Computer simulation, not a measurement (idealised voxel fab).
The process module that follows is named voxel trench capacitor.
Square cells of 5 nm make up the cross-section cut, whose width is 235 nm.
This document writes a cross-section as a grid whose cells are square, and gives it as bands, listed from the top down; one or more rows of cells form a band.
First you get the band's top height and its bottom height, in nm, and then the materials it's made of, left to right, with each width in nm. If you see a single material with "full width", that one covers the band edge to edge. "air" is empty space.
Height datum 0, below which the as-received substrate wafer is one material. Lowest band open at the bottom, running downward: "top 0, no bottom".
The expression "30 to 40" gives the width at the extremes of the band, the first number at its top row of cells and the second at its bottom row, with the width changing by equal amounts from each row to the next in between.
What does "same as before" mean for a step? It means no cell of the cross-section changed in that step.
Listed in "Fully sealed voids": every empty space of 8 or more cells without an open way to the top. Form: width x height at distance, the distance being from the left edge, all in nm.
after a step's settings: what the simulator itself notes on the step
For masked steps, "overlay nm" on the step line gives how far right of plan the mask actually lay; a minus sign means it lay to the left.

INTENDED PROCESS STEPS
| 1 | RECEIVE (material Si) |
| 2 | CONFORMAL_DEP (material SiN; thk nm 10) |
| 3 | MASKED_ETCH (tone open; mask id TRENCH; width nm 15; pitch nm 45; etch materials SiN; depth nm 10; overlay nm 0) |
| 4 | MASKED_ETCH (tone open; mask id TRENCH; width nm 15; pitch nm 45; etch materials Si; depth nm 25; overlay nm 0) |
| 5 | CONFORMAL_DEP (material SiO2; thk nm 5) |
| 6 | FILL_DEP (material polySi; thk nm 5) |
| 7 | CMP (height nm 10) |

STEP 1 COMPLETE: CROSS-SECTION OF THE WAFER AS RECEIVED
	top 0, no bottom  Si full width
	Fully sealed voids: none

FIRST WAFER AT THE END, AS PLANNED
	top 10, bottom 0  SiN=85 | SiO2=5 | polySi=5 | SiO2=5 | SiN=30 | SiO2=5 | polySi=5 | SiO2=5 | SiN=90
	top 0, bottom -20  Si=85 | SiO2=5 | polySi=5 | SiO2=5 | Si=30 | SiO2=5 | polySi=5 | SiO2=5 | Si=90
	top -20, bottom -25  Si=85 | SiO2=15 | Si=30 | SiO2=15 | Si=90
	top -25, no bottom  Si full width
	Fully sealed voids: none

CROSS-SECTION, WAFER TWO OF TWO, END OF MODULE: SAME START AND PLAN AS WAFER ONE, ONE ERROR IN EXECUTION
	top 10, bottom 5  SiN=85 | SiO2=5 | polySi=5 | SiO2=5 | SiN=30 | SiO2=5 | polySi=5 | SiO2=5 | SiN=90
	top 5, bottom 0  SiN=85 | SiO2=15 | SiN=30 | SiO2=15 | SiN=90
	top 0, bottom -25  Si=95 | SiO2=5 | Si=40 | SiO2=5 | Si=90
	top -25, no bottom  Si full width
	Fully sealed voids: none
Where did the run depart from the plan? it should be noted that step 4 was executed with settings other than those planned, the operation and settings actually applied being MASKED_ETCH (tone open; mask id TRENCH; width nm 15; pitch nm 45; etch materials Si; depth nm 25; overlay nm 10)
Final cells, second wafer relative to first, materials higher or lower: Si: 20 more | SiO2: 10 fewer | polySi: 10 fewer
